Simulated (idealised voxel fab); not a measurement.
process module | voxel gate over fins
cross-section cut | 240 nm wide | cells 5 nm
A cross-section is a grid of square cells, given in bands from the top down. A band is one or more rows of cells.
Each band's line starts with the height of the band's top and of its bottom, in nm. Then come its materials from left to right, each with its width in nm. One material with "throughout" fills the band from edge to edge. "air" is empty space.
Height 0 is the level under which the wafer as received is all one material. The lowest band goes on downwards, as in "0 down".
A width such as "30 to 40" changes by the same amount from each row of cells to the next, from the band's top row to its bottom row.
"no change" after a step means that no cell of the cross-section changed.
closed voids: empty space of 8 cells or more with no open way to the top, each as width x height at its distance from the left edge, in nm
after a step's settings: what the simulator itself notes on the step
overlay nm, on a step with a mask: how far to the right of its planned place the mask lay; to the left if negative
Each pair below shows a cross-section before one step and the cross-section after it, down to the lowest band that changed. The line under each pair gives the step between them, with its settings. The pairs can come from different runs of this module on the same starting wafer, so a pair continues from the pair above only where its "before" says so.
before
  15 to 10: air 75 | TiAl 35 | air 15 | TiAl 35 | air 80
  10 to 5: air 75 | TiAl 5 | TiN 25 | TiAl 5 | air 15 | TiAl 5 | TiN 25 | TiAl 5 | air 80
  5 to 0: TiAl 80 | TiN 5 | HfO2 15 | TiN 5 | TiAl 25 | TiN 5 | HfO2 15 | TiN 5 | TiAl 85
  0 to -5: TiN 85 | HfO2 5 | Si 5 | HfO2 5 | TiN 35 | HfO2 5 | Si 5 | HfO2 5 | TiN 90
  -5 to -10: HfO2 90 | Si 5 | HfO2 45 | Si 5 | HfO2 95
  -10 to -20: SiO2 90 | Si 5 | SiO2 45 | Si 5 | SiO2 95
  -20 to -25: SiO2 90 | Si 5 | SiO2 15 | TiN 5 | W 10 | TiN 5 | SiO2 10 | Si 5 | SiO2 95
  -25 to -30: SiO2 90 | Si 5 | SiO2 15 | TiN 20 | SiO2 10 | Si 5 | SiO2 95
  -30 to -40: SiO2 90 | Si 5 | SiO2 45 | Si 5 | SiO2 95
  -40 down: Si throughout
  closed voids: none
after
  20 to 15: air 70 | TiN 45 | air 5 | TiN 45 | air 75
  15 to 10: air 70 | TiN 5 | TiAl 35 | TiN 5 | air 5 | TiN 5 | TiAl 35 | TiN 5 | air 75
  10 to 5: TiN 75 | TiAl 5 | TiN 25 | TiAl 5 | TiN 15 | TiAl 5 | TiN 25 | TiAl 5 | TiN 80
  below 5: unchanged
  closed voids: none
the step between: op CONFORMAL_DEP | material TiN | thk nm 5
before: the cross-section after the pair above
after
  35 to 20: W throughout
  20 to 15: W 70 | TiN 45 | W 5 | TiN 45 | W 75
  15 to 10: W 70 | TiN 5 | TiAl 35 | TiN 5 | W 5 | TiN 5 | TiAl 35 | TiN 5 | W 75
  below 10: unchanged
  closed voids: none
the step between: op FILL_DEP | material W | thk nm 15
before: the cross-section after the pair above
after
  30 to 20: W throughout
  below 20: unchanged
  closed voids: none
the step between: op CMP | height nm 30
before: the cross-section after the pair above
after
  40 to 30: SiN throughout
  below 30: unchanged
  closed voids: none
the step between: op CONFORMAL_DEP | material SiN | thk nm 10
before
  15 to 5: aC throughout
  5 to 0: SiO2 85 | SiN 15 | SiO2 35 | SiN 15 | SiO2 90
  0 to -40: SiO2 90 | Si 5 | SiO2 45 | Si 5 | SiO2 95
  -40 down: Si throughout
  closed voids: none
after
  45 to 15: resist 100 | air 15 | resist 125
  below 15: unchanged
  closed voids: none
the step between: op PATTERN | tone open | mask id RAIL | material resist | width nm 15 | thk nm 30 | overlay nm -10
before: the cross-section after the pair above
after
  35 to 15: resist 100 | air 15 | resist 125
  15 to 5: aC 100 | air 15 | aC 125
  below 5: unchanged
  closed voids: none
the step between: op DIRECTIONAL_ETCH | etch materials aC | depth nm 10
before: the cross-section after the pair above
after
  15 to 5: aC 100 | air 15 | aC 125
  below 5: unchanged
  closed voids: none
the step between: op STRIP | etch materials resist
before: the cross-section after the pair above
after
  15 to 5: aC 100 | air 15 | aC 125
  5 to 0: SiO2 85 | SiN 15 | air 15 | SiO2 20 | SiN 15 | SiO2 90
  0 to -30: SiO2 90 | Si 5 | SiO2 5 | air 15 | SiO2 25 | Si 5 | SiO2 95
  below -30: unchanged
  closed voids: none
the step between: op DIRECTIONAL_ETCH | etch materials SiO2 | depth nm 35
before: the cross-section after the pair above
after
  5 to 0: SiO2 85 | SiN 15 | air 15 | SiO2 20 | SiN 15 | SiO2 90
  below 0: unchanged
  closed voids: none
the step between: op STRIP | etch materials aC
before: the cross-section after the pair above
after
  10 to 5: TiN 105 | air 5 | TiN 130
  5 to 0: SiO2 85 | SiN 15 | TiN 5 | air 5 | TiN 5 | SiO2 20 | SiN 15 | SiO2 90
  0 to -25: SiO2 90 | Si 5 | SiO2 5 | TiN 5 | air 5 | TiN 5 | SiO2 25 | Si 5 | SiO2 95
  -25 to -30: SiO2 90 | Si 5 | SiO2 5 | TiN 15 | SiO2 25 | Si 5 | SiO2 95
  below -30: unchanged
  closed voids: none
the step between: op CONFORMAL_DEP | material TiN | thk nm 5
before: the cross-section after the pair above
after
  15 to 10: W throughout
  10 to 5: TiN 105 | W 5 | TiN 130
  5 to 0: SiO2 85 | SiN 15 | TiN 5 | W 5 | TiN 5 | SiO2 20 | SiN 15 | SiO2 90
  0 to -25: SiO2 90 | Si 5 | SiO2 5 | TiN 5 | W 5 | TiN 5 | SiO2 25 | Si 5 | SiO2 95
  below -25: unchanged
  closed voids: none
the step between: op FILL_DEP | material W | thk nm 5
before: the cross-section after the pair above
after
  5 to 0: SiO2 85 | SiN 15 | TiN 5 | W 5 | TiN 5 | SiO2 20 | SiN 15 | SiO2 90
  below 0: unchanged
  closed voids: none
the step between: op CMP | height nm 5
before: the cross-section after the pair above
after
  5 to 0: SiO2 85 | SiN 15 | air 15 | SiO2 20 | SiN 15 | SiO2 90
  0 to -20: SiO2 90 | Si 5 | SiO2 5 | air 15 | SiO2 25 | Si 5 | SiO2 95
  below -20: unchanged
  closed voids: none
the step between: op SELECTIVE_ETCH | etch materials W Ru TiN | depth nm 25
before: the cross-section after the pair above
after
  10 to 5: SiO2 throughout
  5 to 0: SiO2 85 | SiN 15 | SiO2 35 | SiN 15 | SiO2 90
  0 to -20: SiO2 90 | Si 5 | SiO2 45 | Si 5 | SiO2 95
  below -20: unchanged
  closed voids: none
the step between: op FILL_DEP | material SiO2 | thk nm 5
before: the cross-section after the pair above
after
  5 to 0: SiO2 85 | SiN 15 | SiO2 35 | SiN 15 | SiO2 90
  below 0: unchanged
  closed voids: none
the step between: op CMP | height nm 5
before: the cross-section after the pair above
after
  5 to 0: air 85 | SiN 15 | air 35 | SiN 15 | air 90
  0 to -10: air 90 | Si 5 | air 45 | Si 5 | air 95
  below -10: unchanged
  closed voids: none
the step between: op SELECTIVE_ETCH | etch materials SiO2 | depth nm 15
before: the cross-section after the pair above
after
  0 to -10: air 90 | Si 5 | air 45 | Si 5 | air 95
  below -10: unchanged
  closed voids: none
the step between: op STRIP | etch materials SiN
before: the cross-section after the pair above
after
  5 to 0: air 85 | HfO2 15 | air 35 | HfO2 15 | air 90
  0 to -5: air 85 | HfO2 5 | Si 5 | HfO2 5 | air 35 | HfO2 5 | Si 5 | HfO2 5 | air 90
  -5 to -10: HfO2 90 | Si 5 | HfO2 45 | Si 5 | HfO2 95
  below -10: unchanged
  closed voids: none
the step between: op CONFORMAL_DEP | material HfO2 | thk nm 5
before: the cross-section after the pair above
after
  10 to 5: air 80 | TiN 25 | air 25 | TiN 25 | air 85
  5 to 0: air 80 | TiN 5 | HfO2 15 | TiN 5 | air 25 | TiN 5 | HfO2 15 | TiN 5 | air 85
  0 to -5: TiN 85 | HfO2 5 | Si 5 | HfO2 5 | TiN 35 | HfO2 5 | Si 5 | HfO2 5 | TiN 90
  below -5: unchanged
  closed voids: none
the step between: op CONFORMAL_DEP | material TiN | thk nm 5
before: the cross-section after the pair above
after
  15 to 10: air 75 | TiAl 35 | air 15 | TiAl 35 | air 80
  10 to 5: air 75 | TiAl 5 | TiN 25 | TiAl 5 | air 15 | TiAl 5 | TiN 25 | TiAl 5 | air 80
  5 to 0: TiAl 80 | TiN 5 | HfO2 15 | TiN 5 | TiAl 25 | TiN 5 | HfO2 15 | TiN 5 | TiAl 85
  below 0: unchanged
  closed voids: none
the step between: op CONFORMAL_DEP | material TiAl | thk nm 5
before: the cross-section after the pair above
after
  20 to 15: air 70 | TiN 45 | air 5 | TiN 45 | air 75
  15 to 10: air 70 | TiN 5 | TiAl 35 | TiN 5 | air 5 | TiN 5 | TiAl 35 | TiN 5 | air 75
  10 to 5: TiN 75 | TiAl 5 | TiN 25 | TiAl 5 | TiN 15 | TiAl 5 | TiN 25 | TiAl 5 | TiN 80
  below 5: unchanged
  closed voids: none
the step between: op CONFORMAL_DEP | material TiN | thk nm 5
before: the cross-section after the pair above
after
  35 to 20: W throughout
  20 to 15: W 70 | TiN 45 | W 5 | TiN 45 | W 75
  15 to 10: W 70 | TiN 5 | TiAl 35 | TiN 5 | W 5 | TiN 5 | TiAl 35 | TiN 5 | W 75
  below 10: unchanged
  closed voids: none
the step between: op FILL_DEP | material W | thk nm 15
before: the cross-section after the pair above
after
  30 to 20: W throughout
  below 20: unchanged
  closed voids: none
the step between: op CMP | height nm 30
before: the cross-section after the pair above
after
  40 to 30: SiN throughout
  below 30: unchanged
  closed voids: none
the step between: op CONFORMAL_DEP | material SiN | thk nm 10
before
  10 to 5: air 80 | TiN 25 | air 25 | TiN 25 | air 85
  5 to 0: air 80 | TiN 5 | HfO2 15 | TiN 5 | air 25 | TiN 5 | HfO2 15 | TiN 5 | air 85
  0 to -5: TiN 85 | HfO2 5 | Si 5 | HfO2 5 | TiN 35 | HfO2 5 | Si 5 | HfO2 5 | TiN 90
  -5 to -10: HfO2 90 | Si 5 | HfO2 45 | Si 5 | HfO2 95
  -10 to -20: SiO2 90 | Si 5 | SiO2 45 | Si 5 | SiO2 95
  -20 to -25: SiO2 90 | Si 5 | SiO2 15 | TiN 5 | W 5 | TiN 5 | SiO2 15 | Si 5 | SiO2 95
  -25 to -30: SiO2 90 | Si 5 | SiO2 15 | TiN 15 | SiO2 15 | Si 5 | SiO2 95
  -30 to -40: SiO2 90 | Si 5 | SiO2 45 | Si 5 | SiO2 95
  -40 down: Si throughout
  closed voids: none
after
  15 to 10: air 75 | Ru 35 | air 15 | Ru 35 | air 80
  10 to 5: air 75 | Ru 5 | TiN 25 | Ru 5 | air 15 | Ru 5 | TiN 25 | Ru 5 | air 80
  5 to 0: Ru 80 | TiN 5 | HfO2 15 | TiN 5 | Ru 25 | TiN 5 | HfO2 15 | TiN 5 | Ru 85
  below 0: unchanged
  closed voids: none
the step between: op CONFORMAL_DEP | material Ru | thk nm 5
before: the cross-section after the pair above
after
  20 to 15: air 70 | TiN 45 | air 5 | TiN 45 | air 75
  15 to 10: air 70 | TiN 5 | Ru 35 | TiN 5 | air 5 | TiN 5 | Ru 35 | TiN 5 | air 75
  10 to 5: TiN 75 | Ru 5 | TiN 25 | Ru 5 | TiN 15 | Ru 5 | TiN 25 | Ru 5 | TiN 80
  below 5: unchanged
  closed voids: none
the step between: op CONFORMAL_DEP | material TiN | thk nm 5
before: the cross-section after the pair above
after
  35 to 20: W throughout
  20 to 15: W 70 | TiN 45 | W 5 | TiN 45 | W 75
  15 to 10: W 70 | TiN 5 | Ru 35 | TiN 5 | W 5 | TiN 5 | Ru 35 | TiN 5 | W 75
  below 10: unchanged
  closed voids: none
the step between: op FILL_DEP | material W | thk nm 15
before: the cross-section after the pair above
after
  30 to 20: W throughout
  below 20: unchanged
  closed voids: none
the step between: op CMP | height nm 30
before: the cross-section after the pair above
after
  40 to 30: SiN throughout
  below 30: unchanged
  closed voids: none
the step between: op CONFORMAL_DEP | material SiN | thk nm 10
before
  15 to 5: aC throughout
  5 to 0: SiO2 85 | SiN 15 | SiO2 35 | SiN 15 | SiO2 90
  0 to -40: SiO2 90 | Si 5 | SiO2 45 | Si 5 | SiO2 95
  -40 down: Si throughout
  closed voids: none
after
  45 to 15: air 110 | resist 15 | air 115
  below 15: unchanged
  closed voids: none
the step between: op PATTERN | tone cover | mask id RAIL | material resist | width nm 15 | thk nm 30 | overlay nm 0
before: the cross-section after the pair above
after
  35 to 15: air 110 | resist 15 | air 115
  15 to 5: air 110 | aC 15 | air 115
  below 5: unchanged
  closed voids: none
the step between: op DIRECTIONAL_ETCH | etch materials aC | depth nm 10
before: the cross-section after the pair above
after
  15 to 5: air 110 | aC 15 | air 115
  below 5: unchanged
  closed voids: none
the step between: op STRIP | etch materials resist
before: the cross-section after the pair above
after
  15 to 5: air 110 | aC 15 | air 115
  5 to 0: air 85 | SiN 15 | air 10 | SiO2 15 | air 10 | SiN 15 | air 90
  0 to -30: air 85 | SiO2 5 | Si 5 | SiO2 5 | air 10 | SiO2 15 | air 10 | SiO2 5 | Si 5 | SiO2 5 | air 90
  below -30: unchanged
  closed voids: none
the step between: op DIRECTIONAL_ETCH | etch materials SiO2 | depth nm 35
before: the cross-section after the pair above
after
  5 to 0: air 85 | SiN 15 | air 10 | SiO2 15 | air 10 | SiN 15 | air 90
  below 0: unchanged
  closed voids: none
the step between: op STRIP | etch materials aC
before: the cross-section after the pair above
after
  10 to 5: air 80 | TiN 75 | air 85
  5 to 0: air 80 | TiN 5 | SiN 15 | TiN 10 | SiO2 15 | TiN 10 | SiN 15 | TiN 5 | air 85
  0 to -25: air 80 | TiN 5 | SiO2 5 | Si 5 | SiO2 5 | TiN 10 | SiO2 15 | TiN 10 | SiO2 5 | Si 5 | SiO2 5 | TiN 5 | air 85
  -25 to -30: TiN 85 | SiO2 5 | Si 5 | SiO2 5 | TiN 10 | SiO2 15 | TiN 10 | SiO2 5 | Si 5 | SiO2 5 | TiN 90
  below -30: unchanged
  closed voids: none
the step between: op CONFORMAL_DEP | material TiN | thk nm 5
before: the cross-section after the pair above
after
  15 to 10: W throughout
  10 to 5: W 80 | TiN 75 | W 85
  5 to 0: W 80 | TiN 5 | SiN 15 | TiN 10 | SiO2 15 | TiN 10 | SiN 15 | TiN 5 | W 85
  0 to -25: W 80 | TiN 5 | SiO2 5 | Si 5 | SiO2 5 | TiN 10 | SiO2 15 | TiN 10 | SiO2 5 | Si 5 | SiO2 5 | TiN 5 | W 85
  below -25: unchanged
  closed voids: none
the step between: op FILL_DEP | material W | thk nm 5
before: the cross-section after the pair above
after
  5 to 0: W 80 | TiN 5 | SiN 15 | TiN 10 | SiO2 15 | TiN 10 | SiN 15 | TiN 5 | W 85
  below 0: unchanged
  closed voids: none
the step between: op CMP | height nm 5
before: the cross-section after the pair above
after
  5 to 0: air 85 | SiN 15 | air 10 | SiO2 15 | air 10 | SiN 15 | air 90
  0 to -20: air 85 | SiO2 5 | Si 5 | SiO2 5 | air 10 | SiO2 15 | air 10 | SiO2 5 | Si 5 | SiO2 5 | air 90
  below -20: unchanged
  closed voids: none
the step between: op SELECTIVE_ETCH | etch materials W Ru TiN | depth nm 25
before: the cross-section after the pair above
after
  10 to 5: SiO2 throughout
  5 to 0: SiO2 85 | SiN 15 | SiO2 35 | SiN 15 | SiO2 90
  0 to -20: SiO2 90 | Si 5 | SiO2 45 | Si 5 | SiO2 95
  below -20: unchanged
  closed voids: none
the step between: op FILL_DEP | material SiO2 | thk nm 5
before: the cross-section after the pair above
after
  5 to 0: SiO2 85 | SiN 15 | SiO2 35 | SiN 15 | SiO2 90
  below 0: unchanged
  closed voids: none
the step between: op CMP | height nm 5
before: the cross-section after the pair above
after
  5 to 0: air 85 | SiN 15 | air 35 | SiN 15 | air 90
  0 to -10: air 90 | Si 5 | air 45 | Si 5 | air 95
  below -10: unchanged
  closed voids: none
the step between: op SELECTIVE_ETCH | etch materials SiO2 | depth nm 15
before: the cross-section after the pair above
after
  0 to -10: air 90 | Si 5 | air 45 | Si 5 | air 95
  below -10: unchanged
  closed voids: none
the step between: op STRIP | etch materials SiN
before: the cross-section after the pair above
after
  5 to 0: air 85 | HfO2 15 | air 35 | HfO2 15 | air 90
  0 to -5: air 85 | HfO2 5 | Si 5 | HfO2 5 | air 35 | HfO2 5 | Si 5 | HfO2 5 | air 90
  -5 to -10: HfO2 90 | Si 5 | HfO2 45 | Si 5 | HfO2 95
  below -10: unchanged
  closed voids: none
the step between: op CONFORMAL_DEP | material HfO2 | thk nm 5
before: the cross-section after the pair above
after
  10 to 5: air 80 | TiN 25 | air 25 | TiN 25 | air 85
  5 to 0: air 80 | TiN 5 | HfO2 15 | TiN 5 | air 25 | TiN 5 | HfO2 15 | TiN 5 | air 85
  0 to -5: TiN 85 | HfO2 5 | Si 5 | HfO2 5 | TiN 35 | HfO2 5 | Si 5 | HfO2 5 | TiN 90
  below -5: unchanged
  closed voids: none
the step between: op CONFORMAL_DEP | material TiN | thk nm 5
before: the cross-section after the pair above
after
  15 to 10: air 75 | TiAl 35 | air 15 | TiAl 35 | air 80
  10 to 5: air 75 | TiAl 5 | TiN 25 | TiAl 5 | air 15 | TiAl 5 | TiN 25 | TiAl 5 | air 80
  5 to 0: TiAl 80 | TiN 5 | HfO2 15 | TiN 5 | TiAl 25 | TiN 5 | HfO2 15 | TiN 5 | TiAl 85
  below 0: unchanged
  closed voids: none
the step between: op CONFORMAL_DEP | material TiAl | thk nm 5
before: the cross-section after the pair above
after
  20 to 15: air 70 | TiN 45 | air 5 | TiN 45 | air 75
  15 to 10: air 70 | TiN 5 | TiAl 35 | TiN 5 | air 5 | TiN 5 | TiAl 35 | TiN 5 | air 75
  10 to 5: TiN 75 | TiAl 5 | TiN 25 | TiAl 5 | TiN 15 | TiAl 5 | TiN 25 | TiAl 5 | TiN 80
  below 5: unchanged
  closed voids: none
the step between: op CONFORMAL_DEP | material TiN | thk nm 5
before: the cross-section after the pair above
after
  35 to 20: W throughout
  20 to 15: W 70 | TiN 45 | W 5 | TiN 45 | W 75
  15 to 10: W 70 | TiN 5 | TiAl 35 | TiN 5 | W 5 | TiN 5 | TiAl 35 | TiN 5 | W 75
  below 10: unchanged
  closed voids: none
the step between: op FILL_DEP | material W | thk nm 15
before: the cross-section after the pair above
after
  30 to 20: W throughout
  below 20: unchanged
  closed voids: none
the step between: op CMP | height nm 30
before: the cross-section after the pair above
after
  40 to 30: SiN throughout
  below 30: unchanged
  closed voids: none
the step between: op CONFORMAL_DEP | material SiN | thk nm 10
